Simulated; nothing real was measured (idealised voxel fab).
This section sets out a process module, namely voxel ribs on slabs.
Section cut is 190 nm wide and gridded with 5 nm square cells.
Square cells in a grid make up a cross-section in this document, and the grid is given as bands, listed from the top down, each one or more rows of cells. This entry defines a band. It first specifies the height of the band's top and the height of its bottom in nm, and then specifies the band's materials from left to right, stating each material with its width in nm. The word "throughout" identifies a single material that fills the band from edge to edge, while the word "air" identifies empty space. We count height from 0. Below that, the starting wafer is all one material. The lowest band never ends at the bottom but goes on down; see "0 down" for how that is written. A width given as "30->40" starts at the first number in the band's top row and ends at the second number in its bottom row, shifting by an equal amount at every step from row to row. "identical to before" (step): cross-section cells unchanged, all of them. Empty spaces without an open route to the top, at least 8 cells in extent, make up the entry "Enclosed cavities"; each is given as width x height at distance, where the distance is measured from the left edge, and all are in nm. Anything after a step's settings on that line? It's the simulator's own note about the step. The "overlay nm" setting may appear on a step's line; for a step that uses a mask, it gives how far to the right of its planned position the mask lay, and a negative value indicates the left.
Intended process steps:
1. RECEIVE (material Si)
2. DIRECTIONAL_DEP (material SiO2; thk nm 20)
3. DIRECTIONAL_DEP (material polySi; thk nm 25)
4. DIRECTIONAL_DEP (material aC; thk nm 10)
5. PATTERN (tone cover; mask id RIB; material resist; width nm 25; thk nm 25; overlay nm 0)
6. DIRECTIONAL_ETCH (etch materials aC; depth nm 10)
7. STRIP (etch materials resist)
8. DIRECTIONAL_ETCH (etch materials polySi; depth nm 10)
9. STRIP (etch materials aC)
10. PATTERN (tone cover; mask id SLAB; material resist; width nm 75; thk nm 20; overlay nm 0)
11. DIRECTIONAL_ETCH (etch materials polySi; depth nm 15)
12. STRIP (etch materials resist)
13. FILL_DEP (material SiO2; thk nm 25)
14. CMP (height nm 65)
15. DIRECTIONAL_DEP (material W; thk nm 5)
16. MASKED_ETCH (tone cover; mask id HEATER; width nm 35; etch materials W; depth nm 5; overlay nm 0)
17. CONFORMAL_DEP (material SiN; thk nm 5)
Cross-sectional view of the wafer in its as-received condition, corresponding to the state after step 1:
* 0 down: Si throughout
* Enclosed cavities: none
Starting wafer: above. Plan: above. Run: one mistake. Cross-section after the module: below:
* 75 to 70: air: 70, SiN: 45, air: 75
* 70 to 65: SiN: 75, W: 35, SiN: 80
* 65 to 45: SiO2 throughout
* 45 to 35: SiO2: 80, polySi: 25, SiO2: 85
* 35 to 20: SiO2: 55, polySi: 80, SiO2: 55
* 20 to 0: SiO2 throughout
* 0 down: Si throughout
* Enclosed cavities: none
Processing error: note that step 10 departed from the planned setting and was carried out as PATTERN (tone cover; mask id SLAB; material resist; width nm 80; thk nm 20; overlay nm 0)
